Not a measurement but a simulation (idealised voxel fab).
The process module that follows is named voxel trench capacitor.
In the cross-section labelled cut, the width is 290 nm and each square cell is 5 nm.
Bands, listed from the top down, are how a cross-section gets written in this document; the cross-section itself is a grid of square cells, and a band is one or more rows of them. What a band's entry tells you: where the top is and where the bottom is, as heights in nm, and after that what lies inside, material by material from left to right, each with its width in nm. Empty space is written as the word "blank", and a single material marked with the word "full width" occupies the band from edge to edge. Heads up on the height convention: 0 is the point under which the incoming wafer is all one material, and the lowest band has no bottom, it just keeps going down, like "0 and below". It should be noted that a width expressed as "30 to 40" varies in equal increments from row to row of cells within the band, taking the value of the first number at the top row and that of the second number at the bottom row. Basically "left unchanged" means that step didn't change any cell in the cross-section. What "Catalogued sealed voids" gives you is every empty space of 8 cells or more that is cut off from the top. Each appears as width x height at distance, with the distance taken from the left edge and width, height and distance all in nm. Note: text after step settings on the step line = simulator remark on that step. "overlay nm" denotes, for a step that has a mask, the displacement of the mask to the right of its planned place, with negative values corresponding to the left.

The following list gives the planned process steps:
1. op RECEIVE | material Si
2. op CONFORMAL_DEP | material SiN | thk nm 5
3. op DIRECTIONAL_DEP | material aC | thk nm 15
4. op PATTERN | tone open | mask id TRENCH | material resist | width nm 20 | pitch nm 35 | thk nm 30 | overlay nm -15
5. op DIRECTIONAL_ETCH | etch materials aC | depth nm 15
6. op STRIP | etch materials resist
7. op DIRECTIONAL_ETCH | etch materials SiN | depth nm 5
8. op DIRECTIONAL_ETCH | etch materials Si | depth nm 30
9. op STRIP | etch materials aC
10. op CONFORMAL_DEP | material Al2O3 | thk nm 5
11. op FILL_DEP | material polySi | thk nm 10
12. op CMP | height nm 5
Wafer-to-wafer difference: overlay nm, step 4. Common start. Plan = first wafer's value.

The first of several wafers, as received after step 1, seen in section:
    0 and below: Si full width
    Catalogued sealed voids: none

Every row in this table is a wafer at the end of the module, and it gives, for each of the materials, the cells that wafer has gained (+) or lost (-) since it was received, then its closed voids:
overlay nm -15 | +32 Al2O3 | -48 Si | +50 SiN | +24 polySi | Catalogued sealed voids: none
overlay nm -10 | +32 Al2O3 | -48 Si | +50 SiN | +24 polySi | Catalogued sealed voids: none
overlay nm -5 | +32 Al2O3 | -48 Si | +50 SiN | +24 polySi | Catalogued sealed voids: none
overlay nm 0 | +32 Al2O3 | -48 Si | +50 SiN | +24 polySi | Catalogued sealed voids: none
overlay nm 5 | +32 Al2O3 | -48 Si | +50 SiN | +24 polySi | Catalogued sealed voids: none
overlay nm 10 | +32 Al2O3 | -48 Si | +50 SiN | +24 polySi | Catalogued sealed voids: none
overlay nm 15 | +32 Al2O3 | -48 Si | +50 SiN | +24 polySi | Catalogued sealed voids: none
